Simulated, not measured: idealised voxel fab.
Documented hereafter: the process module known as voxel spacer lines.
The cross-section on display is named cut; it measures 280 nm wide, and its cells are 5 nm squares.
When this document writes out a cross-section, it uses a grid of square cells and lists it as bands, beginning at the top and moving down, with a band standing for one or more rows of cells.
Heads up on the band format: heights come first, top then bottom, in nm. After that it's the materials left to right, each with its width in nm. A single material flagged "all across" fills the whole band edge to edge, and "empty" means there's empty space there.
Note: height 0 marks the level under which the wafer is uniformly one material as received. Lowest band unbounded below, written "z 0 and below".
You'd read "30 to 40" like this: the band's top row of cells is as wide as the first number, its bottom row is as wide as the second, and going down, every row changes width by the same amount as the row before did.
Reading "no change occurred" for a step: not a cell of the cross-section changed in it.
For the entry "Voids lacking openings", the listed items are empty spaces with no open way to the top whose size is 8 cells or more; each item follows the pattern width x height at distance, where distance is from the left edge and all three are in nm.
Whatever follows a step's settings on its line is a remark the simulator itself makes about that step.
Each step line may optionally specify "overlay nm", which for a step with a mask gives the rightward distance between the mask's planned place and where it lay, a negative value indicating the leftward direction.
What follows is a series of pairs. Each pair shows a cross-section before one process step and the cross-section after it, and the after view is drawn only down to the lowest band that changed. Beneath each pair is the step that lies between the two, with its settings. Pairs may come from different runs of this module on the same starting wafer, so a pair continues from the one above it only where its entry headed "Pre-step section" says so.
**Pre-step section**
	z 0 and below  Si all across
	Voids lacking openings: none
**Post-Step Cross-Section**
	z 10 to 0  Al2O3 all across
	Heights below 0 show no change.
	Voids lacking openings: none
As a process note, the step between the before and after cross-sections shown above is CONFORMAL_DEP, material Al2O3, thk nm 10
Pre-step section: The structure entering this step is exactly what the pair just above shows after its step.
**Post-Step Cross-Section**
	z 20 to 10  polySi all across
	Heights below 10 show no change.
	Voids lacking openings: none
As a process note, the step between the before and after cross-sections shown above is DIRECTIONAL_DEP, material polySi, thk nm 10
Pre-step section: The structure entering this step is exactly what the pair just above shows after its step.
**Post-Step Cross-Section**
	z 50 to 20  aC all across
	Heights below 20 show no change.
	Voids lacking openings: none
As a process note, the step between the before and after cross-sections shown above is DIRECTIONAL_DEP, material aC, thk nm 30
Pre-step section: The structure entering this step is exactly what the pair just above shows after its step.
**Post-Step Cross-Section**
	z 90 to 50  100 of empty, 15 of resist, 45 of empty, 15 of resist, 105 of empty
	Heights below 50 show no change.
	Voids lacking openings: none
As a process note, the step between the before and after cross-sections shown above is PATTERN, tone cover, mask id MANDREL, material resist, width nm 15, pitch nm 60, thk nm 40, overlay nm 0
Pre-step section: The structure entering this step is exactly what the pair just above shows after its step.
**Post-Step Cross-Section**
	z 60 to 50  100 of empty, 15 of resist, 45 of empty, 15 of resist, 105 of empty
	z 50 to 20  100 of empty, 15 of aC, 45 of empty, 15 of aC, 105 of empty
	Heights below 20 show no change.
	Voids lacking openings: none
As a process note, the step between the before and after cross-sections shown above is DIRECTIONAL_ETCH, etch materials aC, depth nm 30
Pre-step section: The structure entering this step is exactly what the pair just above shows after its step.
**Post-Step Cross-Section**
	z 50 to 20  100 of empty, 15 of aC, 45 of empty, 15 of aC, 105 of empty
	Heights below 20 show no change.
	Voids lacking openings: none
As a process note, the step between the before and after cross-sections shown above is STRIP, etch materials resist
Pre-step section: The structure entering this step is exactly what the pair just above shows after its step.
**Post-Step Cross-Section**
	z 65 to 50  85 of empty, 45 of SiN, 15 of empty, 45 of SiN, 90 of empty
	z 50 to 35  85 of empty, 15 of SiN, 15 of aC, 15 of SiN, 15 of empty, 15 of SiN, 15 of aC, 15 of SiN, 90 of empty
	z 35 to 20  100 of SiN, 15 of aC, 45 of SiN, 15 of aC, 105 of SiN
	Heights below 20 show no change.
	Voids lacking openings: none
As a process note, the step between the before and after cross-sections shown above is CONFORMAL_DEP, material SiN, thk nm 15
Pre-step section: The structure entering this step is exactly what the pair just above shows after its step.
**Post-Step Cross-Section**
	z 50 to 20  85 of empty, 15 of SiN, 15 of aC, 15 of SiN, 15 of empty, 15 of SiN, 15 of aC, 15 of SiN, 90 of empty
	Heights below 20 show no change.
	Voids lacking openings: none
As a process note, the step between the before and after cross-sections shown above is DIRECTIONAL_ETCH, etch materials SiN, depth nm 15
Pre-step section: The structure entering this step is exactly what the pair just above shows after its step.
**Post-Step Cross-Section**
	z 50 to 20  85 of empty, 15 of SiN, 15 of empty, 15 of SiN, 15 of empty, 15 of SiN, 15 of empty, 15 of SiN, 90 of empty
	Heights below 20 show no change.
	Voids lacking openings: none
As a process note, the step between the before and after cross-sections shown above is STRIP, etch materials aC
Pre-step section: The structure entering this step is exactly what the pair just above shows after its step.
**Post-Step Cross-Section**
	z 50 to 20  85 of empty, 15 of SiN, 15 of empty, 15 of SiN, 15 of empty, 15 of SiN, 15 of empty, 15 of SiN, 90 of empty
	z 20 to 10  85 of empty, 15 of polySi, 15 of empty, 15 of polySi, 15 of empty, 15 of polySi, 15 of empty, 15 of polySi, 90 of empty
	Heights below 10 show no change.
	Voids lacking openings: none
As a process note, the step between the before and after cross-sections shown above is DIRECTIONAL_ETCH, etch materials polySi, depth nm 10
Pre-step section: The structure entering this step is exactly what the pair just above shows after its step.
**Post-Step Cross-Section**
	z 20 to 10  85 of empty, 15 of polySi, 15 of empty, 15 of polySi, 15 of empty, 15 of polySi, 15 of empty, 15 of polySi, 90 of empty
	Heights below 10 show no change.
	Voids lacking openings: none
As a process note, the step between the before and after cross-sections shown above is STRIP, etch materials SiN
**Pre-step section**
	z 0 and below  Si all across
	Voids lacking openings: none
**Post-Step Cross-Section**
	z 10 to 0  polySi all across
	Heights below 0 show no change.
	Voids lacking openings: none
As a process note, the step between the before and after cross-sections shown above is DIRECTIONAL_DEP, material polySi, thk nm 10
Pre-step section: The structure entering this step is exactly what the pair just above shows after its step.
**Post-Step Cross-Section**
	z 40 to 10  aC all across
	Heights below 10 show no change.
	Voids lacking openings: none
As a process note, the step between the before and after cross-sections shown above is DIRECTIONAL_DEP, material aC, thk nm 30
Pre-step section: The structure entering this step is exactly what the pair just above shows after its step.
**Post-Step Cross-Section**
	z 80 to 40  100 of empty, 15 of resist, 45 of empty, 15 of resist, 105 of empty
	Heights below 40 show no change.
	Voids lacking openings: none
As a process note, the step between the before and after cross-sections shown above is PATTERN, tone cover, mask id MANDREL, material resist, width nm 15, pitch nm 60, thk nm 40, overlay nm 0
Pre-step section: The structure entering this step is exactly what the pair just above shows after its step.
**Post-Step Cross-Section**
	z 50 to 40  100 of empty, 15 of resist, 45 of empty, 15 of resist, 105 of empty
	z 40 to 10  100 of empty, 15 of aC, 45 of empty, 15 of aC, 105 of empty
	Heights below 10 show no change.
	Voids lacking openings: none
As a process note, the step between the before and after cross-sections shown above is DIRECTIONAL_ETCH, etch materials aC, depth nm 30
Pre-step section: The structure entering this step is exactly what the pair just above shows after its step.
**Post-Step Cross-Section**
	z 40 to 10  100 of empty, 15 of aC, 45 of empty, 15 of aC, 105 of empty
	Heights below 10 show no change.
	Voids lacking openings: none
As a process note, the step between the before and after cross-sections shown above is STRIP, etch materials resist
Pre-step section: The structure entering this step is exactly what the pair just above shows after its step.
**Post-Step Cross-Section**
	z 55 to 40  85 of empty, 45 of SiN, 15 of empty, 45 of SiN, 90 of empty
	z 40 to 25  85 of empty, 15 of SiN, 15 of aC, 15 of SiN, 15 of empty, 15 of SiN, 15 of aC, 15 of SiN, 90 of empty
	z 25 to 10  100 of SiN, 15 of aC, 45 of SiN, 15 of aC, 105 of SiN
	Heights below 10 show no change.
	Voids lacking openings: none
As a process note, the step between the before and after cross-sections shown above is CONFORMAL_DEP, material SiN, thk nm 15
Pre-step section: The structure entering this step is exactly what the pair just above shows after its step.
**Post-Step Cross-Section**
	z 40 to 10  85 of empty, 15 of SiN, 15 of aC, 15 of SiN, 15 of empty, 15 of SiN, 15 of aC, 15 of SiN, 90 of empty
	Heights below 10 show no change.
	Voids lacking openings: none
As a process note, the step between the before and after cross-sections shown above is DIRECTIONAL_ETCH, etch materials SiN, depth nm 15
Pre-step section: The structure entering this step is exactly what the pair just above shows after its step.
**Post-Step Cross-Section**
	z 40 to 10  85 of empty, 15 of SiN, 15 of empty, 15 of SiN, 15 of empty, 15 of SiN, 15 of empty, 15 of SiN, 90 of empty
	Heights below 10 show no change.
	Voids lacking openings: none
As a process note, the step between the before and after cross-sections shown above is STRIP, etch materials aC
Pre-step section: The structure entering this step is exactly what the pair just above shows after its step.
**Post-Step Cross-Section**
	z 40 to 10  85 of empty, 15 of SiN, 15 of empty, 15 of SiN, 15 of empty, 15 of SiN, 15 of empty, 15 of SiN, 90 of empty
	z 10 to 0  85 of empty, 15 of polySi, 15 of empty, 15 of polySi, 15 of empty, 15 of polySi, 15 of empty, 15 of polySi, 90 of empty
	Heights below 0 show no change.
	Voids lacking openings: none
As a process note, the step between the before and after cross-sections shown above is DIRECTIONAL_ETCH, etch materials polySi, depth nm 10
Pre-step section: The structure entering this step is exactly what the pair just above shows after its step.
**Post-Step Cross-Section**
	z 10 to 0  85 of empty, 15 of polySi, 15 of empty, 15 of polySi, 15 of empty, 15 of polySi, 15 of empty, 15 of polySi, 90 of empty
	Heights below 0 show no change.
	Voids lacking openings: none
As a process note, the step between the before and after cross-sections shown above is STRIP, etch materials SiN
**Pre-step section**
	z 50 to 20  85 of empty, 15 of SiN, 15 of aC, 15 of SiN, 15 of empty, 15 of SiN, 15 of aC, 15 of SiN, 90 of empty
	z 20 to 10  polySi all across
	z 10 to 0  Al2O3 all across
	z 0 and below  Si all across
	Voids lacking openings: none
**Post-Step Cross-Section**
	z 50 to 20  85 of empty, 15 of SiN, 15 of aC, 15 of SiN, 15 of empty, 15 of SiN, 15 of aC, 15 of SiN, 90 of empty
	z 20 to 10  85 of empty, 45 of polySi, 15 of empty, 45 of polySi, 90 of empty
	Heights below 10 show no change.
	Voids lacking openings: none
As a process note, the step between the before and after cross-sections shown above is DIRECTIONAL_ETCH, etch materials polySi, depth nm 10
Pre-step section: The structure entering this step is exactly what the pair just above shows after its step.
**Post-Step Cross-Section**
	z 50 to 20  85 of empty, 15 of SiN, 15 of empty, 15 of SiN, 15 of empty, 15 of SiN, 15 of empty, 15 of SiN, 90 of empty
	Heights below 20 show no change.
	Voids lacking openings: none
As a process note, the step between the before and after cross-sections shown above is STRIP, etch materials aC
Pre-step section: The structure entering this step is exactly what the pair just above shows after its step.
**Post-Step Cross-Section**
	z 20 to 10  85 of empty, 45 of polySi, 15 of empty, 45 of polySi, 90 of empty
	Heights below 10 show no change.
	Voids lacking openings: none
As a process note, the step between the before and after cross-sections shown above is STRIP, etch materials SiN
**Pre-step section**
	z 10 to 0  Al2O3 all across
	z 0 and below  Si all across
	Voids lacking openings: none
**Post-Step Cross-Section**
	z 15 to 10  polySi all across
	Heights below 10 show no change.
	Voids lacking openings: none
As a process note, the step between the before and after cross-sections shown above is DIRECTIONAL_DEP, material polySi, thk nm 5
Pre-step section: The structure entering this step is exactly what the pair just above shows after its step.
**Post-Step Cross-Section**
	z 45 to 15  aC all across
	Heights below 15 show no change.
	Voids lacking openings: none
As a process note, the step between the before and after cross-sections shown above is DIRECTIONAL_DEP, material aC, thk nm 30
Pre-step section: The structure entering this step is exactly what the pair just above shows after its step.
**Post-Step Cross-Section**
	z 85 to 45  100 of empty, 15 of resist, 45 of empty, 15 of resist, 105 of empty
	Heights below 45 show no change.
	Voids lacking openings: none
As a process note, the step between the before and after cross-sections shown above is PATTERN, tone cover, mask id MANDREL, material resist, width nm 15, pitch nm 60, thk nm 40, overlay nm 0
Pre-step section: The structure entering this step is exactly what the pair just above shows after its step.
**Post-Step Cross-Section**
	z 55 to 45  100 of empty, 15 of resist, 45 of empty, 15 of resist, 105 of empty
	z 45 to 15  100 of empty, 15 of aC, 45 of empty, 15 of aC, 105 of empty
	Heights below 15 show no change.
	Voids lacking openings: none
As a process note, the step between the before and after cross-sections shown above is DIRECTIONAL_ETCH, etch materials aC, depth nm 30
Pre-step section: The structure entering this step is exactly what the pair just above shows after its step.
**Post-Step Cross-Section**
	z 45 to 15  100 of empty, 15 of aC, 45 of empty, 15 of aC, 105 of empty
	Heights below 15 show no change.
	Voids lacking openings: none
As a process note, the step between the before and after cross-sections shown above is STRIP, etch materials resist
Pre-step section: The structure entering this step is exactly what the pair just above shows after its step.
**Post-Step Cross-Section**
	z 60 to 45  85 of empty, 45 of SiN, 15 of empty, 45 of SiN, 90 of empty
	z 45 to 30  85 of empty, 15 of SiN, 15 of aC, 15 of SiN, 15 of empty, 15 of SiN, 15 of aC, 15 of SiN, 90 of empty
	z 30 to 15  100 of SiN, 15 of aC, 45 of SiN, 15 of aC, 105 of SiN
	Heights below 15 show no change.
	Voids lacking openings: none
As a process note, the step between the before and after cross-sections shown above is CONFORMAL_DEP, material SiN, thk nm 15
Pre-step section: The structure entering this step is exactly what the pair just above shows after its step.
**Post-Step Cross-Section**
	z 45 to 15  85 of empty, 15 of SiN, 15 of aC, 15 of SiN, 15 of empty, 15 of SiN, 15 of aC, 15 of SiN, 90 of empty
	Heights below 15 show no change.
	Voids lacking openings: none
As a process note, the step between the before and after cross-sections shown above is DIRECTIONAL_ETCH, etch materials SiN, depth nm 15
Pre-step section: The structure entering this step is exactly what the pair just above shows after its step.
**Post-Step Cross-Section**
	z 45 to 15  85 of empty, 15 of SiN, 15 of empty, 15 of SiN, 15 of empty, 15 of SiN, 15 of empty, 15 of SiN, 90 of empty
	Heights below 15 show no change.
	Voids lacking openings: none
As a process note, the step between the before and after cross-sections shown above is STRIP, etch materials aC
Pre-step section: The structure entering this step is exactly what the pair just above shows after its step.
**Post-Step Cross-Section**
	z 45 to 15  85 of empty, 15 of SiN, 15 of empty, 15 of SiN, 15 of empty, 15 of SiN, 15 of empty, 15 of SiN, 90 of empty
	z 15 to 10  85 of empty, 15 of polySi, 15 of empty, 15 of polySi, 15 of empty, 15 of polySi, 15 of empty, 15 of polySi, 90 of empty
	Heights below 10 show no change.
	Voids lacking openings: none
As a process note, the step between the before and after cross-sections shown above is DIRECTIONAL_ETCH, etch materials polySi, depth nm 10
Pre-step section: The structure entering this step is exactly what the pair just above shows after its step.
**Post-Step Cross-Section**
	z 15 to 10  85 of empty, 15 of polySi, 15 of empty, 15 of polySi, 15 of empty, 15 of polySi, 15 of empty, 15 of polySi, 90 of empty
	Heights below 10 show no change.
	Voids lacking openings: none
As a process note, the step between the before and after cross-sections shown above is STRIP, etch materials SiN
**Pre-step section**
	z 50 to 20  aC all across
	z 20 to 10  polySi all across
	z 10 to 0  Al2O3 all across
	z 0 and below  Si all across
	Voids lacking openings: none
**Post-Step Cross-Section**
	z 90 to 50  100 of empty, 20 of resist, 40 of empty, 20 of resist, 100 of empty
	Heights below 50 show no change.
	Voids lacking openings: none
As a process note, the step between the before and after cross-sections shown above is PATTERN, tone cover, mask id MANDREL, material resist, width nm 20, pitch nm 60, thk nm 40, overlay nm 0
Pre-step section: The structure entering this step is exactly what the pair just above shows after its step.
**Post-Step Cross-Section**
	z 60 to 50  100 of empty, 20 of resist, 40 of empty, 20 of resist, 100 of empty
	z 50 to 20  100 of empty, 20 of aC, 40 of empty, 20 of aC, 100 of empty
	Heights below 20 show no change.
	Voids lacking openings: none
As a process note, the step between the before and after cross-sections shown above is DIRECTIONAL_ETCH, etch materials aC, depth nm 30
Pre-step section: The structure entering this step is exactly what the pair just above shows after its step.
**Post-Step Cross-Section**
	z 50 to 20  100 of empty, 20 of aC, 40 of empty, 20 of aC, 100 of empty
	Heights below 20 show no change.
	Voids lacking openings: none
As a process note, the step between the before and after cross-sections shown above is STRIP, etch materials resist
Pre-step section: The structure entering this step is exactly what the pair just above shows after its step.
**Post-Step Cross-Section**
	z 65 to 50  85 of empty, 50 of SiN, 10 of empty, 50 of SiN, 85 of empty
	z 50 to 35  85 of empty, 15 of SiN, 20 of aC, 15 of SiN, 10 of empty, 15 of SiN, 20 of aC, 15 of SiN, 85 of empty
	z 35 to 20  100 of SiN, 20 of aC, 40 of SiN, 20 of aC, 100 of SiN
	Heights below 20 show no change.
	Voids lacking openings: none
As a process note, the step between the before and after cross-sections shown above is CONFORMAL_DEP, material SiN, thk nm 15
Pre-step section: The structure entering this step is exactly what the pair just above shows after its step.
**Post-Step Cross-Section**
	z 50 to 20  85 of empty, 15 of SiN, 20 of aC, 15 of SiN, 10 of empty, 15 of SiN, 20 of aC, 15 of SiN, 85 of empty
	Heights below 20 show no change.
	Voids lacking openings: none
As a process note, the step between the before and after cross-sections shown above is DIRECTIONAL_ETCH, etch materials SiN, depth nm 15
Pre-step section: The structure entering this step is exactly what the pair just above shows after its step.
**Post-Step Cross-Section**
	z 50 to 20  85 of empty, 15 of SiN, 20 of empty, 15 of SiN, 10 of empty, 15 of SiN, 20 of empty, 15 of SiN, 85 of empty
	Heights below 20 show no change.
	Voids lacking openings: none
As a process note, the step between the before and after cross-sections shown above is STRIP, etch materials aC
Pre-step section: The structure entering this step is exactly what the pair just above shows after its step.
**Post-Step Cross-Section**
	z 50 to 20  85 of empty, 15 of SiN, 20 of empty, 15 of SiN, 10 of empty, 15 of SiN, 20 of empty, 15 of SiN, 85 of empty
	z 20 to 10  85 of empty, 15 of polySi, 20 of empty, 15 of polySi, 10 of empty, 15 of polySi, 20 of empty, 15 of polySi, 85 of empty
	Heights below 10 show no change.
	Voids lacking openings: none
As a process note, the step between the before and after cross-sections shown above is DIRECTIONAL_ETCH, etch materials polySi, depth nm 10
Pre-step section: The structure entering this step is exactly what the pair just above shows after its step.
**Post-Step Cross-Section**
	z 20 to 10  85 of empty, 15 of polySi, 20 of empty, 15 of polySi, 10 of empty, 15 of polySi, 20 of empty, 15 of polySi, 85 of empty
	Heights below 10 show no change.
	Voids lacking openings: none
As a process note, the step between the before and after cross-sections shown above is STRIP, etch materials SiN
**Pre-step section**
	z 50 to 20  aC all across
	z 20 to 10  polySi all across
	z 10 to 0  Al2O3 all across
	z 0 and below  Si all across
	Voids lacking openings: none
**Post-Step Cross-Section**
	z 90 to 50  105 of empty, 15 of resist, 45 of empty, 15 of resist, 100 of empty
	Heights below 50 show no change.
	Voids lacking openings: none
As a process note, the step between the before and after cross-sections shown above is PATTERN, tone cover, mask id MANDREL, material resist, width nm 15, pitch nm 60, thk nm 40, overlay nm 5
Pre-step section: The structure entering this step is exactly what the pair just above shows after its step.
**Post-Step Cross-Section**
	z 60 to 50  105 of empty, 15 of resist, 45 of empty, 15 of resist, 100 of empty
	z 50 to 20  105 of empty, 15 of aC, 45 of empty, 15 of aC, 100 of empty
	Heights below 20 show no change.
	Voids lacking openings: none
As a process note, the step between the before and after cross-sections shown above is DIRECTIONAL_ETCH, etch materials aC, depth nm 30
Pre-step section: The structure entering this step is exactly what the pair just above shows after its step.
**Post-Step Cross-Section**
	z 50 to 20  105 of empty, 15 of aC, 45 of empty, 15 of aC, 100 of empty
	Heights below 20 show no change.
	Voids lacking openings: none
As a process note, the step between the before and after cross-sections shown above is STRIP, etch materials resist
Pre-step section: The structure entering this step is exactly what the pair just above shows after its step.
**Post-Step Cross-Section**
	z 65 to 50  90 of empty, 45 of SiN, 15 of empty, 45 of SiN, 85 of empty
	z 50 to 35  90 of empty, 15 of SiN, 15 of aC, 15 of SiN, 15 of empty, 15 of SiN, 15 of aC, 15 of SiN, 85 of empty
	z 35 to 20  105 of SiN, 15 of aC, 45 of SiN, 15 of aC, 100 of SiN
	Heights below 20 show no change.
	Voids lacking openings: none
As a process note, the step between the before and after cross-sections shown above is CONFORMAL_DEP, material SiN, thk nm 15
Pre-step section: The structure entering this step is exactly what the pair just above shows after its step.
**Post-Step Cross-Section**
	z 50 to 20  90 of empty, 15 of SiN, 15 of aC, 15 of SiN, 15 of empty, 15 of SiN, 15 of aC, 15 of SiN, 85 of empty
	Heights below 20 show no change.
	Voids lacking openings: none
As a process note, the step between the before and after cross-sections shown above is DIRECTIONAL_ETCH, etch materials SiN, depth nm 15
Pre-step section: The structure entering this step is exactly what the pair just above shows after its step.
**Post-Step Cross-Section**
	z 50 to 20  90 of empty, 15 of SiN, 15 of empty, 15 of SiN, 15 of empty, 15 of SiN, 15 of empty, 15 of SiN, 85 of empty
	Heights below 20 show no change.
	Voids lacking openings: none
As a process note, the step between the before and after cross-sections shown above is STRIP, etch materials aC
Pre-step section: The structure entering this step is exactly what the pair just above shows after its step.
**Post-Step Cross-Section**
	z 50 to 20  90 of empty, 15 of SiN, 15 of empty, 15 of SiN, 15 of empty, 15 of SiN, 15 of empty, 15 of SiN, 85 of empty
	z 20 to 10  90 of empty, 15 of polySi, 15 of empty, 15 of polySi, 15 of empty, 15 of polySi, 15 of empty, 15 of polySi, 85 of empty
	Heights below 10 show no change.
	Voids lacking openings: none
As a process note, the step between the before and after cross-sections shown above is DIRECTIONAL_ETCH, etch materials polySi, depth nm 10
Pre-step section: The structure entering this step is exactly what the pair just above shows after its step.
**Post-Step Cross-Section**
	z 20 to 10  90 of empty, 15 of polySi, 15 of empty, 15 of polySi, 15 of empty, 15 of polySi, 15 of empty, 15 of polySi, 85 of empty
	Heights below 10 show no change.
	Voids lacking openings: none
As a process note, the step between the before and after cross-sections shown above is STRIP, etch materials SiN
**Pre-step section**
	z 50 to 20  100 of empty, 15 of aC, 45 of empty, 15 of aC, 105 of empty
	z 20 to 10  polySi all across
	z 10 to 0  Al2O3 all across
	z 0 and below  Si all across
	Voids lacking openings: none
**Post-Step Cross-Section**
	z 65 to 50  85 of empty, 45 of polySi, 15 of empty, 45 of polySi, 90 of empty
	z 50 to 35  85 of empty, 15 of polySi, 15 of aC, 15 of polySi, 15 of empty, 15 of polySi, 15 of aC, 15 of polySi, 90 of empty
	z 35 to 20  100 of polySi, 15 of aC, 45 of polySi, 15 of aC, 105 of polySi
	Heights below 20 show no change.
	Voids lacking openings: none
As a process note, the step between the before and after cross-sections shown above is CONFORMAL_DEP, material polySi, thk nm 15
Pre-step section: The structure entering this step is exactly what the pair just above shows after its step.
**Post-Step Cross-Section**
	z 55 to 50  85 of empty, 45 of polySi, 15 of empty, 45 of polySi, 90 of empty
	z 50 to 25  85 of empty, 15 of polySi, 15 of aC, 15 of polySi, 15 of empty, 15 of polySi, 15 of aC, 15 of polySi, 90 of empty
	Heights below 25 show no change.
	Voids lacking openings: none
As a process note, the step between the before and after cross-sections shown above is DIRECTIONAL_ETCH, etch materials polySi, depth nm 10
**Pre-step section**
	z 50 to 20  aC all across
	z 20 to 10  polySi all across
	z 10 to 0  Al2O3 all across
	z 0 and below  Si all across
	Voids lacking openings: none
**Post-Step Cross-Section**
	z 90 to 50  100 of resist, 15 of empty, 45 of resist, 15 of empty, 105 of resist
	Heights below 50 show no change.
	Voids lacking openings: none
As a process note, the step between the before and after cross-sections shown above is PATTERN, tone open, mask id MANDREL, material resist, width nm 15, pitch nm 60, thk nm 40, overlay nm 0
Pre-step section: The structure entering this step is exactly what the pair just above shows after its step.
**Post-Step Cross-Section**
	z 60 to 50  100 of resist, 15 of empty, 45 of resist, 15 of empty, 105 of resist
	z 50 to 20  100 of aC, 15 of empty, 45 of aC, 15 of empty, 105 of aC
	Heights below 20 show no change.
	Voids lacking openings: none
As a process note, the step between the before and after cross-sections shown above is DIRECTIONAL_ETCH, etch materials aC, depth nm 30
Pre-step section: The structure entering this step is exactly what the pair just above shows after its step.
**Post-Step Cross-Section**
	z 50 to 20  100 of aC, 15 of empty, 45 of aC, 15 of empty, 105 of aC
	Heights below 20 show no change.
	Voids lacking openings: none
As a process note, the step between the before and after cross-sections shown above is STRIP, etch materials resist
Pre-step section: The structure entering this step is exactly what the pair just above shows after its step.
**Post-Step Cross-Section**
	z 65 to 50  SiN all across
	z 50 to 20  100 of aC, 15 of SiN, 45 of aC, 15 of SiN, 105 of aC
	Heights below 20 show no change.
	Voids lacking openings: none
As a process note, the step between the before and after cross-sections shown above is CONFORMAL_DEP, material SiN, thk nm 15
Pre-step section: The structure entering this step is exactly what the pair just above shows after its step.
**Post-Step Cross-Section**
	z 50 to 20  100 of aC, 15 of SiN, 45 of aC, 15 of SiN, 105 of aC
	Heights below 20 show no change.
	Voids lacking openings: none
As a process note, the step between the before and after cross-sections shown above is DIRECTIONAL_ETCH, etch materials SiN, depth nm 15
Pre-step section: The structure entering this step is exactly what the pair just above shows after its step.
**Post-Step Cross-Section**
	z 50 to 20  100 of empty, 15 of SiN, 45 of empty, 15 of SiN, 105 of empty
	Heights below 20 show no change.
	Voids lacking openings: none
As a process note, the step between the before and after cross-sections shown above is STRIP, etch materials aC
Pre-step section: The structure entering this step is exactly what the pair just above shows after its step.
**Post-Step Cross-Section**
	z 50 to 20  100 of empty, 15 of SiN, 45 of empty, 15 of SiN, 105 of empty
	z 20 to 10  100 of empty, 15 of polySi, 45 of empty, 15 of polySi, 105 of empty
	Heights below 10 show no change.
	Voids lacking openings: none
As a process note, the step between the before and after cross-sections shown above is DIRECTIONAL_ETCH, etch materials polySi, depth nm 10
Pre-step section: The structure entering this step is exactly what the pair just above shows after its step.
**Post-Step Cross-Section**
	z 20 to 10  100 of empty, 15 of polySi, 45 of empty, 15 of polySi, 105 of empty
	Heights below 10 show no change.
	Voids lacking openings: none
As a process note, the step between the before and after cross-sections shown above is STRIP, etch materials SiN
